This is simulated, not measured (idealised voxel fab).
Module name: voxel transistor to metal (process module)
For reference, the cross-section in this document is cut, with width 195 nm and square cells of 5 nm.
Cross-section layout: square cells on a grid; listed as bands, top to bottom; a band spans one or more cell rows. Basically the band line says how high the top is and how high the bottom is, in nm, and then what's in it from left to right, every material with its width in nm. Empty space shows up as "air", and if a single material carries "everywhere" it runs the full band edge to edge. We count height from 0. Below that, the starting wafer is all one material. The lowest band never ends at the bottom but goes on down; see "0 nm and below" for how that is written. You'd read "30->40" like this: the band's top row of cells is as wide as the first number, its bottom row is as wide as the second, and going down, every row changes width by the same amount as the row before did. What does "changes: none" mean for a step? It means no cell of the cross-section changed in that step. "Cavities, sealed" contains a list of empty spaces, each no smaller than 8 cells and without an open way to the top, written in the form width x height at distance with the distance from the left edge and all three in nm. If you see something after the settings on a step's line, that's the simulator's own remark about that step. "overlay nm", when on a step's line for a step with a mask, measures how far to the right of its planned place the mask lay; a negative measure means to the left.

So here's the lineup of process steps we planned:
| 1 | op RECEIVE | material Si |
| 2 | op CONFORMAL_DEP | material SiO2 | thk nm 5 |
| 3 | op CONFORMAL_DEP | material SiN | thk nm 10 |
| 4 | op MASKED_ETCH | tone cover | mask id ACTIVE | width nm 125 | etch materials SiN | depth nm 10 | overlay nm 0 |
| 5 | op MASKED_ETCH | tone cover | mask id ACTIVE | width nm 125 | etch materials SiO2 | depth nm 5 | overlay nm 0 |
| 6 | op MASKED_ETCH | tone cover | mask id ACTIVE | width nm 125 | etch materials Si | depth nm 25 | overlay nm 0 |
| 7 | op FILL_DEP | material SiO2 | thk nm 5 |
| 8 | op CMP | height nm 15 |
| 9 | op SELECTIVE_ETCH | etch materials SiO2 | depth nm 10 |
| 10 | op STRIP | etch materials SiN |
| 11 | op SELECTIVE_ETCH | etch materials SiO2 | depth nm 5 |
| 12 | op OXIDIZE | depth nm 5 |
| 13 | op DIRECTIONAL_DEP | material polySi | thk nm 25 |
| 14 | op DIRECTIONAL_DEP | material SiCN | thk nm 10 |
| 15 | op PATTERN | tone cover | mask id GATE | material resist | width nm 25 | thk nm 15 | overlay nm 0 |
| 16 | op DIRECTIONAL_ETCH | etch materials SiCN | depth nm 20 |
| 17 | op DIRECTIONAL_ETCH | etch materials polySi | depth nm 35 |
| 18 | op STRIP | etch materials resist |
| 19 | op CONFORMAL_DEP | material SiN | thk nm 10 |
| 20 | op DIRECTIONAL_ETCH | etch materials SiN | depth nm 10 |
| 21 | op DIRECTIONAL_ETCH | etch materials SiO2 | depth nm 5 |
| 22 | op DIRECTIONAL_ETCH | etch materials Si | depth nm 5 |
| 23 | op EPI | material SiGe | thk nm 10 |
| 24 | op FILL_DEP | material SiO2 | thk nm 10 |
| 25 | op CMP | height nm 35 |
| 26 | op DIRECTIONAL_DEP | material SiO2 | thk nm 15 |
| 27 | op DIRECTIONAL_DEP | material aC | thk nm 15 |
| 28 | op PATTERN | tone open | mask id CONTACT | material resist | width nm 35 | pitch nm 70 | thk nm 30 | overlay nm 0 |
| 29 | op DIRECTIONAL_ETCH | etch materials aC | depth nm 15 |
| 30 | op STRIP | etch materials resist |
| 31 | op DIRECTIONAL_ETCH | etch materials SiO2 | depth nm 50 |
| 32 | op STRIP | etch materials aC |
| 33 | op CONFORMAL_DEP | material TiN | thk nm 5 |
| 34 | op FILL_DEP | material Ru | thk nm 10 |
| 35 | op CMP | height nm 50 |
| 36 | op CONFORMAL_DEP | material SiCN | thk nm 5 |
| 37 | op DIRECTIONAL_DEP | material lowk | thk nm 20 |
| 38 | op MASKED_ETCH | tone open | mask id METAL_1 | width nm 20 | pitch nm 85 | etch materials lowk | depth nm 20 | overlay nm -15 |
| 39 | op MASKED_ETCH | tone open | mask id METAL_1 | width nm 20 | pitch nm 85 | etch materials SiCN | depth nm 5 | overlay nm 0 |
| 40 | op CONFORMAL_DEP | material TiN | thk nm 5 |
| 41 | op FILL_DEP | material W | thk nm 5 |
| 42 | op CMP | height nm 75 |
| 43 | op CONFORMAL_DEP | material SiCN | thk nm 5 |
| 44 | op DIRECTIONAL_DEP | material SiO2 | thk nm 30 |
| 45 | op PATTERN | tone open | mask id METAL_2 | material resist | width nm 20 | pitch nm 85 | thk nm 15 | overlay nm 0 |
| 46 | op DIRECTIONAL_ETCH | etch materials SiO2 | depth nm 20 |
| 47 | op STRIP | etch materials resist |
| 48 | op MASKED_ETCH | tone open | mask id METAL_2_HOLES | width nm 15 | pitch nm 85 | etch materials SiO2 | depth nm 10 | overlay nm 0 |
| 49 | op MASKED_ETCH | tone open | mask id METAL_2_HOLES | width nm 15 | pitch nm 85 | etch materials SiCN | depth nm 5 | overlay nm 0 |
| 50 | op CONFORMAL_DEP | material TiN | thk nm 5 |
| 51 | op FILL_DEP | material Cu | thk nm 10 |
| 52 | op CMP | height nm 110 |
| 53 | op CONFORMAL_DEP | material SiN | thk nm 5 |
It is noted that the wafers described herein are identical at the outset and are distinguished by the overlay nm of step 38; the value stated in the plan corresponds to the first wafer.

Cross-section of the first of several wafers as received (after step 1):
- 0 nm and below | Si everywhere
- Cavities, sealed: none

Cross-section of the first of several wafers, taken after step 53, where the module ends:
- 115 nm to 110 nm | SiN everywhere
- 110 nm to 95 nm | SiO2 (45) / TiN (5) / Cu (10) / TiN (5) / SiO2 (65) / TiN (5) / Cu (10) / TiN (5) / SiO2 (45)
- 95 nm to 90 nm | SiO2 (45) / TiN (5) / Cu (5) / TiN (10) / SiO2 (65) / TiN (5) / Cu (5) / TiN (10) / SiO2 (45)
- 90 nm to 80 nm | SiO2 (45) / TiN (5) / Cu (5) / TiN (5) / SiO2 (70) / TiN (5) / Cu (5) / TiN (5) / SiO2 (50)
- 80 nm to 75 nm | SiCN (45) / TiN (15) / SiCN (70) / TiN (15) / SiCN (50)
- 75 nm to 60 nm | lowk (30) / TiN (5) / W (10) / TiN (5) / lowk (65) / TiN (5) / W (10) / TiN (5) / lowk (60)
- 60 nm to 55 nm | lowk (30) / TiN (20) / lowk (65) / TiN (20) / lowk (60)
- 55 nm to 50 nm | SiCN (45) / TiN (5) / SiCN (80) / TiN (5) / SiCN (60)
- 50 nm to 40 nm | SiO2 (45) / TiN (5) / Ru (25) / TiN (5) / SiO2 (35) / TiN (5) / Ru (25) / TiN (5) / SiO2 (45)
- 40 nm to 35 nm | SiO2 (45) / TiN (5) / Ru (20) / TiN (10) / SiO2 (35) / TiN (10) / Ru (20) / TiN (5) / SiO2 (45)
- 35 nm to 25 nm | SiO2 (45) / TiN (5) / Ru (20) / TiN (5) / SiN (10) / SiCN (25) / SiN (10) / TiN (5) / Ru (20) / TiN (5) / SiO2 (45)
- 25 nm to 10 nm | SiO2 (45) / TiN (5) / Ru (20) / TiN (5) / SiN (10) / polySi (25) / SiN (10) / TiN (5) / Ru (20) / TiN (5) / SiO2 (45)
- 10 nm to 5 nm | SiO2 (45) / TiN (5) / Ru (10) / TiN (15) / SiN (10) / polySi (25) / SiN (10) / TiN (15) / Ru (10) / TiN (5) / SiO2 (45)
- 5 nm to 0 nm | SiO2 (45) / TiN (20) / SiGe (10) / SiN (10) / polySi (25) / SiN (10) / SiGe (10) / TiN (20) / SiO2 (45)
- 0 nm to -5 nm | SiO2 (30) / SiGe (45) / SiO2 (45) / SiGe (45) / SiO2 (30)
- -5 nm to -10 nm | SiO2 (35) / SiGe (40) / Si (45) / SiGe (40) / SiO2 (35)
- -10 nm to -25 nm | SiO2 (35) / Si (125) / SiO2 (35)
- -25 nm and below | Si everywhere
- Cavities, sealed: none

X-section, last wafer, module end:
- 115 nm to 110 nm | SiN everywhere
- 110 nm to 95 nm | SiO2 (45) / TiN (5) / Cu (10) / TiN (5) / SiO2 (65) / TiN (5) / Cu (10) / TiN (5) / SiO2 (45)
- 95 nm to 90 nm | SiO2 (45) / TiN (5) / Cu (5) / TiN (10) / SiO2 (65) / TiN (5) / Cu (5) / TiN (10) / SiO2 (45)
- 90 nm to 80 nm | SiO2 (45) / TiN (5) / Cu (5) / TiN (5) / SiO2 (70) / TiN (5) / Cu (5) / TiN (5) / SiO2 (50)
- 80 nm to 75 nm | SiCN (45) / TiN (15) / SiCN (70) / TiN (15) / SiCN (50)
- 75 nm to 60 nm | lowk (60) / TiN (5) / W (10) / TiN (5) / lowk (65) / TiN (5) / W (10) / TiN (5) / lowk (30)
- 60 nm to 55 nm | lowk (60) / TiN (20) / lowk (65) / TiN (20) / lowk (30)
- 55 nm to 50 nm | SiCN (60) / TiN (5) / SiCN (80) / TiN (5) / SiCN (45)
- 50 nm to 40 nm | SiO2 (45) / TiN (5) / Ru (25) / TiN (5) / SiO2 (35) / TiN (5) / Ru (25) / TiN (5) / SiO2 (45)
- 40 nm to 35 nm | SiO2 (45) / TiN (5) / Ru (20) / TiN (10) / SiO2 (35) / TiN (10) / Ru (20) / TiN (5) / SiO2 (45)
- 35 nm to 25 nm | SiO2 (45) / TiN (5) / Ru (20) / TiN (5) / SiN (10) / SiCN (25) / SiN (10) / TiN (5) / Ru (20) / TiN (5) / SiO2 (45)
- 25 nm to 10 nm | SiO2 (45) / TiN (5) / Ru (20) / TiN (5) / SiN (10) / polySi (25) / SiN (10) / TiN (5) / Ru (20) / TiN (5) / SiO2 (45)
- 10 nm to 5 nm | SiO2 (45) / TiN (5) / Ru (10) / TiN (15) / SiN (10) / polySi (25) / SiN (10) / TiN (15) / Ru (10) / TiN (5) / SiO2 (45)
- 5 nm to 0 nm | SiO2 (45) / TiN (20) / SiGe (10) / SiN (10) / polySi (25) / SiN (10) / SiGe (10) / TiN (20) / SiO2 (45)
- 0 nm to -5 nm | SiO2 (30) / SiGe (45) / SiO2 (45) / SiGe (45) / SiO2 (30)
- -5 nm to -10 nm | SiO2 (35) / SiGe (40) / Si (45) / SiGe (40) / SiO2 (35)
- -10 nm to -25 nm | SiO2 (35) / Si (125) / SiO2 (35)
- -25 nm and below | Si everywhere
- Cavities, sealed: none

Every row in this table is a wafer at the end of the module, and it gives, for each of the materials, the cells that wafer has gained (+) or lost (-) since it was received, then its closed voids:
overlay nm -15, +18 Cu, +72 Ru, -111 Si, +80 SiCN, +38 SiGe, +67 SiN, +468 SiO2, +104 TiN, +12 W, +124 lowk, +25 polySi, Cavities, sealed: none
overlay nm -10, +18 Cu, +72 Ru, -111 Si, +78 SiCN, +38 SiGe, +67 SiN, +468 SiO2, +106 TiN, +12 W, +124 lowk, +25 polySi, Cavities, sealed: none
overlay nm -5, +18 Cu, +72 Ru, -111 Si, +76 SiCN, +38 SiGe, +67 SiN, +468 SiO2, +106 TiN, +14 W, +124 lowk, +25 polySi, Cavities, sealed: none
overlay nm 0, +18 Cu, +72 Ru, -111 Si, +74 SiCN, +38 SiGe, +67 SiN, +468 SiO2, +106 TiN, +16 W, +124 lowk, +25 polySi, Cavities, sealed: none
overlay nm 5, +18 Cu, +72 Ru, -111 Si, +76 SiCN, +38 SiGe, +67 SiN, +468 SiO2, +106 TiN, +14 W, +124 lowk, +25 polySi, Cavities, sealed: none
overlay nm 10, +18 Cu, +72 Ru, -111 Si, +78 SiCN, +38 SiGe, +67 SiN, +468 SiO2, +106 TiN, +12 W, +124 lowk, +25 polySi, Cavities, sealed: none
overlay nm 15, +18 Cu, +72 Ru, -111 Si, +80 SiCN, +38 SiGe, +67 SiN, +468 SiO2, +104 TiN, +12 W, +124 lowk, +25 polySi, Cavities, sealed: none
